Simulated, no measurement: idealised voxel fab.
process module | voxel capacitor over wiring
cross-section cut | 240 nm wide | cells 5 nm
A cross-section is a grid of square cells, given in bands from the top down. A band is one or more rows of cells.
Each band's line starts with the height of the band's top and of its bottom, in nm. Then come its materials from left to right, each with its width in nm. One material with "throughout" fills the band from edge to edge. "air" is empty space.
Height 0 is the level under which the wafer as received is all one material. The lowest band goes on downwards, as in "0 down".
A width such as "30 to 40" changes by the same amount from each row of cells to the next, from the band's top row to its bottom row.
"no change" after a step means that no cell of the cross-section changed.
closed voids: empty space of 8 cells or more with no open way to the top, each as width x height at its distance from the left edge, in nm
after a step's settings: what the simulator itself notes on the step
overlay nm, on a step with a mask: how far to the right of its planned place the mask lay; to the left if negative
plan
1 op RECEIVE | material Si
2 op CONFORMAL_DEP | material SiO2 | thk nm 15
3 op CONFORMAL_DEP | material SiCN | thk nm 5
4 op DIRECTIONAL_DEP | material lowk | thk nm 15
5 op PATTERN | tone open | mask id METAL_1 | material resist | width nm 20 | pitch nm 70 | thk nm 20 | overlay nm 0
6 op DIRECTIONAL_ETCH | etch materials lowk | depth nm 15
7 op DIRECTIONAL_ETCH | etch materials SiCN | depth nm 5
8 op STRIP | etch materials resist
9 op CONFORMAL_DEP | material TiN | thk nm 5
10 op FILL_DEP | material Cu | thk nm 10
11 op CMP | height nm 35
12 op CONFORMAL_DEP | material SiCN | thk nm 5
13 op DIRECTIONAL_DEP | material lowk | thk nm 15
14 op MASKED_ETCH | tone open | mask id PLUG_1 | width nm 15 | etch materials lowk | depth nm 15 | overlay nm 0
15 op MASKED_ETCH | tone open | mask id PLUG_1 | width nm 15 | etch materials SiCN | depth nm 5 | overlay nm 0
16 op CONFORMAL_DEP | material TiN | thk nm 5
17 op FILL_DEP | material Cu | thk nm 10
18 op CMP | height nm 55
19 op DIRECTIONAL_DEP | material TiN | thk nm 5
20 op DIRECTIONAL_DEP | material HfO2 | thk nm 5
21 op DIRECTIONAL_DEP | material TiN | thk nm 5
22 op PATTERN | tone cover | mask id UPPER_PLATE | material resist | width nm 55 | thk nm 15 | overlay nm 0
23 op DIRECTIONAL_ETCH | etch materials TiN | depth nm 5
24 op DIRECTIONAL_ETCH | etch materials HfO2 | depth nm 5
25 op STRIP | etch materials resist
26 op DIRECTIONAL_DEP | material aC | thk nm 15
27 op PATTERN | tone cover | mask id LOWER_PLATE | material resist | width nm 65 | thk nm 30 | overlay nm 0
28 op DIRECTIONAL_ETCH | etch materials aC | depth nm 15
29 op STRIP | etch materials resist
30 op DIRECTIONAL_ETCH | etch materials TiN | depth nm 5
31 op STRIP | etch materials aC
32 op FILL_DEP | material SiO2 | thk nm 15
33 op CMP | height nm 80
34 op MASKED_ETCH | tone open | mask id PLUG_2 | width nm 15 | etch materials SiO2 | depth nm 10 | overlay nm 0
35 op CONFORMAL_DEP | material TiN | thk nm 5
36 op FILL_DEP | material Ru | thk nm 10
37 op CMP | height nm 80
38 op CONFORMAL_DEP | material SiN | thk nm 5
as received, after step 1
  0 down: Si throughout
  closed voids: none
a wafer at the end: this start, this plan, one mistake
  85 to 80: SiN throughout
  80 to 75: Ru 85 | TiN 5 | SiO2 15 | TiN 5 | Ru 130
  75 to 70: TiN 90 | SiO2 15 | TiN 135
  70 to 65: SiO2 80 | TiN 55 | SiO2 105
  65 to 60: SiO2 80 | HfO2 55 | SiO2 105
  60 to 55: SiO2 75 | TiN 65 | SiO2 100
  55 to 40: lowk 80 | TiN 5 | Cu 5 | TiN 5 | lowk 145
  40 to 35: SiCN 80 | TiN 15 | SiCN 145
  35 to 20: lowk 75 | TiN 5 | Cu 10 | TiN 5 | lowk 50 | TiN 5 | Cu 10 | TiN 5 | lowk 75
  20 to 15: SiCN 75 | TiN 20 | SiCN 50 | TiN 20 | SiCN 75
  15 to 0: SiO2 throughout
  0 down: Si throughout
  closed voids: none
what went wrong: step 34 ran as: op MASKED_ETCH | tone cover | mask id PLUG_2 | width nm 15 | etch materials SiO2 | depth nm 10 | overlay nm 0
